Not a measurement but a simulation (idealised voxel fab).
The following process module bears the name voxel capacitor over wiring.
Square cells of 5 nm make up the cross-section cut, whose width is 265 nm.
Notation: cross-section as square-cell grid; stated in bands, top first, going down; one or more cell rows per band. Top, bottom (nm), then materials left to right with widths (nm); lone material tagged "edge to edge" fills the whole band edge to edge; "air" = empty space. It should be noted that heights are counted from 0, beneath which the wafer as supplied is of one material throughout, and that the lowest band possesses no lower boundary but continues downward, as written in "0 down". Graded width ("30 to 40"): value in top row of band = first number; value in bottom row = second number; row-to-row change constant. Reading "changes: none" for a step: not a cell of the cross-section changed in it. Enclosed voids (no open way to top), threshold 8 cells or more, entry "Closed void list", notation width x height at distance, distance from left edge, nm. That trailing text on a step's line, after the settings, is the simulator's own remark on the step. Among the settings permitted on a step's line is "overlay nm"; applied to a step with a mask, it specifies the extent to which the mask lay to the right of its planned position, whereas a negative figure signifies a position to the left.
### Steps planned for the process
1. RECEIVE [material Si]
2. CONFORMAL_DEP [material SiO2] [thk nm 10]
3. CONFORMAL_DEP [material SiN] [thk nm 5]
4. DIRECTIONAL_DEP [material lowk] [thk nm 15]
5. DIRECTIONAL_DEP [material aC] [thk nm 10]
6. PATTERN [tone open] [mask id METAL_1] [material resist] [width nm 30] [pitch nm 100] [thk nm 25] [overlay nm 0]
7. DIRECTIONAL_ETCH [etch materials aC] [depth nm 10]
8. STRIP [etch materials resist]
9. DIRECTIONAL_ETCH [etch materials lowk] [depth nm 15]
10. DIRECTIONAL_ETCH [etch materials SiN] [depth nm 5]
11. STRIP [etch materials aC]
12. CONFORMAL_DEP [material TiN] [thk nm 5]
13. FILL_DEP [material Cu] [thk nm 10]
14. CMP [height nm 30]
15. EPI [material Ru] [thk nm 5]
16. FILL_DEP [material SiCN] [thk nm 5]
17. DIRECTIONAL_DEP [material lowk] [thk nm 20]
18. MASKED_ETCH [tone open] [mask id PLUG_1] [width nm 15] [etch materials lowk] [depth nm 20] [overlay nm 0]
19. MASKED_ETCH [tone open] [mask id PLUG_1] [width nm 15] [etch materials SiCN] [depth nm 5] [overlay nm 0]
20. EPI [material Ru] [thk nm 10]
21. EPI [material Ru] [thk nm 10]
22. EPI [material Ru] [thk nm 5]
23. DIRECTIONAL_DEP [material TiN] [thk nm 10]
24. DIRECTIONAL_DEP [material Al2O3] [thk nm 5]
25. DIRECTIONAL_DEP [material TiN] [thk nm 5]
26. PATTERN [tone cover] [mask id UPPER_PLATE] [material resist] [width nm 75] [thk nm 15] [overlay nm 0]
27. DIRECTIONAL_ETCH [etch materials TiN] [depth nm 5]
28. DIRECTIONAL_ETCH [etch materials Al2O3] [depth nm 5]
29. STRIP [etch materials resist]
30. MASKED_ETCH [tone cover] [mask id LOWER_PLATE] [width nm 85] [etch materials TiN] [depth nm 10] [overlay nm 0]
31. FILL_DEP [material SiO2] [thk nm 15]
32. CMP [height nm 90]
33. DIRECTIONAL_DEP [material aC] [thk nm 15]
34. PATTERN [tone open] [mask id PLUG_2] [material resist] [width nm 15] [thk nm 35] [overlay nm 0]
35. DIRECTIONAL_ETCH [etch materials aC] [depth nm 15]
36. STRIP [etch materials resist]
37. DIRECTIONAL_ETCH [etch materials SiO2] [depth nm 10]
38. STRIP [etch materials aC]
39. CONFORMAL_DEP [material TiN] [thk nm 5]
40. FILL_DEP [material Ru] [thk nm 10]
41. CMP [height nm 90]
42. CONFORMAL_DEP [material SiCN] [thk nm 5]
### Cross-section: wafer on arrival = after step 1
0 down: Si edge to edge
Closed void list: none
### The first of two wafers, cross-sectioned at the end of the module, with the run proceeding as planned
95 to 90: SiCN edge to edge
90 to 85: SiO2 90 nm | TiN 5 nm | Ru 5 nm | TiN 5 nm | SiO2 160 nm
85 to 75: SiO2 90 to 80 nm | TiN 15 to 75 nm | SiO2 160 to 110 nm
75 to 70: SiO2 80 nm | Al2O3 75 nm | SiO2 110 nm
70 to 60: SiO2 75 nm | TiN 85 nm | SiO2 105 nm
60 to 40: lowk 80 nm | Ru 15 nm | lowk 170 nm
40 to 35: SiCN 80 nm | Ru 15 nm | SiCN 170 nm
35 to 30: SiCN 60 nm | Ru 40 nm | SiCN 60 nm | Ru 40 nm | SiCN 65 nm
30 to 15: lowk 65 nm | TiN 5 nm | Cu 20 nm | TiN 5 nm | lowk 70 nm | TiN 5 nm | Cu 20 nm | TiN 5 nm | lowk 70 nm
15 to 10: SiN 65 nm | TiN 30 nm | SiN 70 nm | TiN 30 nm | SiN 70 nm
10 to 0: SiO2 edge to edge
0 down: Si edge to edge
Closed void list: none
### Presented here is a cross-section of the second of the two wafers as it stood at the end of the module. It was started in the same manner and assigned the same plan as the first wafer; however, one mistake was made in its execution
95 to 90: SiCN edge to edge
90 to 85: SiO2 90 nm | TiN 5 nm | lowk 5 nm | TiN 5 nm | SiO2 160 nm
85 to 75: SiO2 90 to 80 nm | TiN 15 to 75 nm | SiO2 160 to 110 nm
75 to 70: SiO2 80 nm | Al2O3 75 nm | SiO2 110 nm
70 to 60: SiO2 75 nm | TiN 85 nm | SiO2 105 nm
60 to 40: lowk 80 nm | Ru 15 nm | lowk 170 nm
40 to 35: SiCN 80 nm | Ru 15 nm | SiCN 170 nm
35 to 30: SiCN 60 nm | Ru 40 nm | SiCN 60 nm | Ru 40 nm | SiCN 65 nm
30 to 15: lowk 65 nm | TiN 5 nm | Cu 20 nm | TiN 5 nm | lowk 70 nm | TiN 5 nm | Cu 20 nm | TiN 5 nm | lowk 70 nm
15 to 10: SiN 65 nm | TiN 30 nm | SiN 70 nm | TiN 30 nm | SiN 70 nm
10 to 0: SiO2 edge to edge
0 down: Si edge to edge
Closed void list: none
Here's what went sideways: step 40 ran as: FILL_DEP [material lowk] [thk nm 10]
The final cell counts differ between the wafers, with the second having more or fewer of some materials than the first: 1 fewer of Ru | 1 more of lowk
